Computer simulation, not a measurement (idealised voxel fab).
This section sets out a process module, namely voxel fin reveal.
Displayed cross-section: cut, width of 160 nm, square cells sized 5 nm.
Cross-section, as written here: a square-cell grid given band by band from the top down, where a band holds one or more rows of cells.
Look at the band entry: it leads with the top's height and the bottom's height in nm. Then it lists the materials left to right, with a width in nm for each. The word "all across" on a single material says that material fills the band edge to edge. The word "air" is empty space.
Zero point of the height axis is 0; under it, received wafer = one material. Lowest band: continues down indefinitely, "0 -> down".
Per-row width for "30..40": begins at first number (top row of band), ends at second number (bottom row), increment between rows held constant.
Basically "no change occurred" means that step didn't change any cell in the cross-section.
Entry "Enclosed void catalog" = empty spaces >= 8 cells with no open way to the top; each as width x height at distance, distance from left edge, all nm.
Where a step's line continues beyond its settings, the continuation is a remark by the simulator itself on that step.
The optional step-line setting "overlay nm" applies to steps with a mask and quantifies how far to the right of its planned location the mask lay, a negative value indicating leftward placement.
Here's what the planned process steps look like:
| 1 | RECEIVE: material Si |
| 2 | CONFORMAL_DEP: material SiN, thk nm 5 |
| 3 | DIRECTIONAL_DEP: material aC, thk nm 15 |
| 4 | PATTERN: tone cover, mask id FINS, material resist, width nm 15, pitch nm 35, thk nm 35, overlay nm 0 |
| 5 | DIRECTIONAL_ETCH: etch materials aC, depth nm 15 |
| 6 | STRIP: etch materials resist |
| 7 | DIRECTIONAL_ETCH: etch materials SiN, depth nm 5 |
| 8 | DIRECTIONAL_ETCH: etch materials Si, depth nm 30 |
| 9 | STRIP: etch materials aC |
| 10 | OXIDIZE: depth nm 5 |
| 11 | FILL_DEP: material SiO2, thk nm 10 |
| 12 | CMP: height nm 5 |
| 13 | SELECTIVE_ETCH: etch materials SiO2, depth nm 15 |
| 14 | STRIP: etch materials SiN |
| 15 | CONFORMAL_DEP: material SiO2, thk nm 5 |
Cross-section: wafer on arrival = after step 1:
    0 -> down: Si all across
    Enclosed void catalog: none
Cross-sectional result after module completion. Note: starting condition and plan are unchanged from above; one processing mistake was made:
    0 -> -10: air: 25, then Si: 5, then air: 30, then Si: 5, then air: 30, then Si: 5, then air: 30, then Si: 5, then air: 25
    -10 -> -35: SiO2: 25, then Si: 5, then SiO2: 30, then Si: 5, then SiO2: 30, then Si: 5, then SiO2: 30, then Si: 5, then SiO2: 25
    -35 -> down: Si all across
    Enclosed void catalog: none
The plan and the run diverged here: the run left out plan step 15 entirely, so it was never executed
